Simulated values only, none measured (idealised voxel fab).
process module | voxel ribs on slabs
cross-section cut | 215 nm wide | cells 5 nm
A cross-section is a grid of square cells, given in bands from the top down. A band is one or more rows of cells.
Each band's line starts with the height of the band's top and of its bottom, in nm. Then come its materials from left to right, each with its width in nm. One material with "throughout" fills the band from edge to edge. "air" is empty space.
Height 0 is the level under which the wafer as received is all one material. The lowest band goes on downwards, as in "0 down".
A width such as "30 to 40" changes by the same amount from each row of cells to the next, from the band's top row to its bottom row.
"no change" after a step means that no cell of the cross-section changed.
closed voids: empty space of 8 cells or more with no open way to the top, each as width x height at its distance from the left edge, in nm
after a step's settings: what the simulator itself notes on the step
overlay nm, on a step with a mask: how far to the right of its planned place the mask lay; to the left if negative
plan
1 op RECEIVE | material Si
2 op DIRECTIONAL_DEP | material SiO2 | thk nm 25
3 op DIRECTIONAL_DEP | material SiN | thk nm 15
4 op PATTERN | tone cover | mask id RIB | material resist | width nm 25 | thk nm 15 | overlay nm 0
5 op DIRECTIONAL_ETCH | etch materials SiN | depth nm 5
6 op STRIP | etch materials resist
7 op PATTERN | tone cover | mask id SLAB | material resist | width nm 55 | thk nm 15 | overlay nm 0
8 op DIRECTIONAL_ETCH | etch materials SiN | depth nm 10
9 op STRIP | etch materials resist
10 op FILL_DEP | material SiO2 | thk nm 25
11 op CMP | height nm 60
12 op DIRECTIONAL_DEP | material TiN | thk nm 10
13 op DIRECTIONAL_DEP | material aC | thk nm 15
14 op PATTERN | tone cover | mask id HEATER | material resist | width nm 35 | thk nm 35 | overlay nm 0
15 op DIRECTIONAL_ETCH | etch materials aC | depth nm 15
16 op STRIP | etch materials resist
17 op DIRECTIONAL_ETCH | etch materials TiN | depth nm 10
18 op STRIP | etch materials aC
19 op CONFORMAL_DEP | material SiO2 | thk nm 10
as received, after step 1
  0 down: Si throughout
  closed voids: none
a wafer at the end: this start, this plan, one mistake
  80 to 70: air 85 | SiO2 45 | air 85
  70 to 60: SiO2 95 | TiN 25 | SiO2 95
  60 to 40: SiO2 throughout
  40 to 35: SiO2 95 | SiN 25 | SiO2 95
  35 to 25: SiO2 80 | SiN 55 | SiO2 80
  25 to 0: SiO2 throughout
  0 down: Si throughout
  closed voids: none
what went wrong: step 14 ran as: op PATTERN | tone cover | mask id HEATER | material resist | width nm 25 | thk nm 35 | overlay nm 0
